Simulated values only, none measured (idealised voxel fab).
Process module heading - voxel transistor to metal
cross-section cut | 300 nm wide | cells 5 nm
Throughout this document, each cross-section is represented as a grid of square cells and is presented as a sequence of bands enumerated from the top downward, where a band comprises one or more rows of cells.
Look at the band entry: it leads with the top's height and the bottom's height in nm. Then it lists the materials left to right, with a width in nm for each. The word "throughout" on a single material says that material fills the band edge to edge. The word "air" is empty space.
Basically, 0 is our baseline, since under it the wafer straight out of the box is all one material. The bottom band has no lower end and keeps on going down, so it looks like "0 down".
Width: "30 to 40" (first number = top row, second number = bottom row, same change from row to row of cells).
Take "no change occurred" at face value: in the step it is given for, the cross-section changed in none of its cells.
What "Sealed cavities" gives you is every empty space of 8 cells or more that is cut off from the top. Each appears as width x height at distance, with the distance taken from the left edge and width, height and distance all in nm.
Whatever follows a step's settings on its line is a remark the simulator itself makes about that step.
Among the settings permitted on a step's line is "overlay nm"; applied to a step with a mask, it specifies the extent to which the mask lay to the right of its planned position, whereas a negative figure signifies a position to the left.
plan:
1) RECEIVE | material Si
2) OXIDIZE | depth nm 5
3) CONFORMAL_DEP | material SiN | thk nm 15
4) MASKED_ETCH | tone cover | mask id ACTIVE | width nm 105 | pitch nm 125 | etch materials SiN | depth nm 15 | overlay nm 0
5) MASKED_ETCH | tone cover | mask id ACTIVE | width nm 105 | pitch nm 125 | etch materials SiO2 | depth nm 5 | overlay nm 0
6) MASKED_ETCH | tone cover | mask id ACTIVE | width nm 105 | pitch nm 125 | etch materials Si | depth nm 35 | overlay nm 0
7) FILL_DEP | material SiO2 | thk nm 5
8) CMP | height nm 15
9) SELECTIVE_ETCH | etch materials SiO2 | depth nm 15
10) STRIP | etch materials SiN
11) SELECTIVE_ETCH | etch materials SiO2 | depth nm 5
12) OXIDIZE | depth nm 5
13) DIRECTIONAL_DEP | material polySi | thk nm 20
14) DIRECTIONAL_DEP | material SiCN | thk nm 15
15) MASKED_ETCH | tone cover | mask id GATE | width nm 25 | pitch nm 125 | etch materials SiCN | depth nm 25 | overlay nm 0
16) MASKED_ETCH | tone cover | mask id GATE | width nm 25 | pitch nm 125 | etch materials polySi | depth nm 30 | overlay nm 0
17) CONFORMAL_DEP | material SiN | thk nm 10
18) DIRECTIONAL_ETCH | etch materials SiN | depth nm 10
19) DIRECTIONAL_ETCH | etch materials SiO2 | depth nm 5
20) DIRECTIONAL_ETCH | etch materials Si | depth nm 15
21) EPI | material pSi | thk nm 20
22) FILL_DEP | material SiO2 | thk nm 10
23) CMP | height nm 30
24) DIRECTIONAL_DEP | material SiO2 | thk nm 15
25) PATTERN | tone open | mask id CONTACT | material resist | width nm 15 | thk nm 15 | overlay nm 0
26) DIRECTIONAL_ETCH | etch materials SiO2 | depth nm 35
27) STRIP | etch materials resist
28) CONFORMAL_DEP | material TiN | thk nm 5
29) FILL_DEP | material Ru | thk nm 10
30) CMP | height nm 45
31) CONFORMAL_DEP | material SiCN | thk nm 5
32) DIRECTIONAL_DEP | material lowk | thk nm 20
33) DIRECTIONAL_DEP | material aC | thk nm 10
34) PATTERN | tone open | mask id METAL_1 | material resist | width nm 15 | thk nm 25 | overlay nm 0
35) DIRECTIONAL_ETCH | etch materials aC | depth nm 10
36) STRIP | etch materials resist
37) DIRECTIONAL_ETCH | etch materials lowk | depth nm 20
38) DIRECTIONAL_ETCH | etch materials SiCN | depth nm 5
39) STRIP | etch materials aC
40) CONFORMAL_DEP | material TiN | thk nm 5
41) FILL_DEP | material W | thk nm 10
42) CMP | height nm 70
43) CONFORMAL_DEP | material SiN | thk nm 5
Cross-section: wafer on arrival = after step 1:
> 0 down = Si throughout
> Sealed cavities: none
Sectioned view, first of two wafers, at the close of the module, processed as intended in the plan:
> 75 to 70 = SiN throughout
> 70 to 50 = lowk: 45 / TiN: 5 / W: 5 / TiN: 5 / lowk: 55 / TiN: 5 / W: 5 / TiN: 5 / lowk: 40 / TiN: 5 / W: 5 / TiN: 5 / lowk: 55 / TiN: 5 / W: 5 / TiN: 5 / lowk: 45
> 50 to 45 = SiCN: 45 / TiN: 15 / SiCN: 55 / TiN: 15 / SiCN: 40 / TiN: 15 / SiCN: 55 / TiN: 15 / SiCN: 45
> 45 to 30 = SiO2: 45 / TiN: 5 / Ru: 5 / TiN: 5 / SiO2: 55 / TiN: 5 / Ru: 5 / TiN: 5 / SiO2: 40 / TiN: 5 / Ru: 5 / TiN: 5 / SiO2: 55 / TiN: 5 / Ru: 5 / TiN: 5 / SiO2: 45
> 30 to 15 = SiO2: 45 / TiN: 5 / Ru: 5 / TiN: 5 / SiO2: 5 / SiN: 10 / SiCN: 25 / SiN: 10 / SiO2: 5 / TiN: 5 / Ru: 5 / TiN: 5 / SiO2: 40 / TiN: 5 / Ru: 5 / TiN: 5 / SiO2: 5 / SiN: 10 / SiCN: 25 / SiN: 10 / SiO2: 5 / TiN: 5 / Ru: 5 / TiN: 5 / SiO2: 45
> 15 to 10 = SiO2: 45 / TiN: 15 / SiO2: 5 / SiN: 10 / polySi: 25 / SiN: 10 / SiO2: 5 / TiN: 15 / SiO2: 40 / TiN: 15 / SiO2: 5 / SiN: 10 / polySi: 25 / SiN: 10 / SiO2: 5 / TiN: 15 / SiO2: 45
> 10 to -5 = SiO2: 45 / pSi: 20 / SiN: 10 / polySi: 25 / SiN: 10 / pSi: 20 / SiO2: 40 / pSi: 20 / SiN: 10 / polySi: 25 / SiN: 10 / pSi: 20 / SiO2: 45
> -5 to -10 = SiO2: 30 / pSi: 35 / SiO2: 45 / pSi: 35 / SiO2: 10 / pSi: 35 / SiO2: 45 / pSi: 35 / SiO2: 30
> -10 to -25 = SiO2: 35 / pSi: 30 / Si: 45 / pSi: 30 / SiO2: 20 / pSi: 30 / Si: 45 / pSi: 30 / SiO2: 35
> -25 to -40 = SiO2: 35 / Si: 105 / SiO2: 20 / Si: 105 / SiO2: 35
> -40 down = Si throughout
> Sealed cavities: none
Second wafer of the two, sectioned at the end of the module. It began like the first and followed the same plan, but one mistake was made while running it:
> 75 to 70 = SiN throughout
> 70 to 50 = lowk: 45 / TiN: 5 / W: 5 / TiN: 5 / lowk: 55 / TiN: 5 / W: 5 / TiN: 5 / lowk: 40 / TiN: 5 / W: 5 / TiN: 5 / lowk: 55 / TiN: 5 / W: 5 / TiN: 5 / lowk: 45
> 50 to 45 = SiCN: 45 / TiN: 15 / SiCN: 55 / TiN: 15 / SiCN: 40 / TiN: 15 / SiCN: 55 / TiN: 15 / SiCN: 45
> 45 to 30 = SiO2: 45 / TiN: 5 / Ru: 5 / TiN: 5 / SiO2: 55 / TiN: 5 / Ru: 5 / TiN: 5 / SiO2: 40 / TiN: 5 / Ru: 5 / TiN: 5 / SiO2: 55 / TiN: 5 / Ru: 5 / TiN: 5 / SiO2: 45
> 30 to 15 = SiO2: 45 / TiN: 5 / Ru: 5 / TiN: 5 / SiO2: 10 / SiN: 10 / SiCN: 20 / SiN: 10 / SiO2: 5 / TiN: 5 / Ru: 5 / TiN: 5 / SiO2: 40 / TiN: 5 / Ru: 5 / TiN: 5 / SiO2: 10 / SiN: 10 / SiCN: 20 / SiN: 10 / SiO2: 5 / TiN: 5 / Ru: 5 / TiN: 5 / SiO2: 45
> 15 to 10 = SiO2: 45 / TiN: 15 / SiO2: 5 / SiN: 10 / polySi: 25 / SiN: 10 / SiO2: 5 / TiN: 15 / SiO2: 40 / TiN: 15 / SiO2: 5 / SiN: 10 / polySi: 25 / SiN: 10 / SiO2: 5 / TiN: 15 / SiO2: 45
> 10 to -5 = SiO2: 45 / pSi: 20 / SiN: 10 / polySi: 25 / SiN: 10 / pSi: 20 / SiO2: 40 / pSi: 20 / SiN: 10 / polySi: 25 / SiN: 10 / pSi: 20 / SiO2: 45
> -5 to -10 = SiO2: 30 / pSi: 35 / SiO2: 45 / pSi: 35 / SiO2: 10 / pSi: 35 / SiO2: 45 / pSi: 35 / SiO2: 30
> -10 to -25 = SiO2: 35 / pSi: 30 / Si: 45 / pSi: 30 / SiO2: 20 / pSi: 30 / Si: 45 / pSi: 30 / SiO2: 35
> -25 to -40 = SiO2: 35 / Si: 105 / SiO2: 20 / Si: 105 / SiO2: 35
> -40 down = Si throughout
> Sealed cavities: none
What broke from the plan during processing? heads up, step 15 didn't go per plan, it actually ran as MASKED_ETCH | tone cover | mask id GATE | width nm 20 | pitch nm 125 | etch materials SiCN | depth nm 25 | overlay nm 0
Final cells, second wafer relative to first, materials higher or lower: SiCN: 6 fewer, SiO2: 6 more
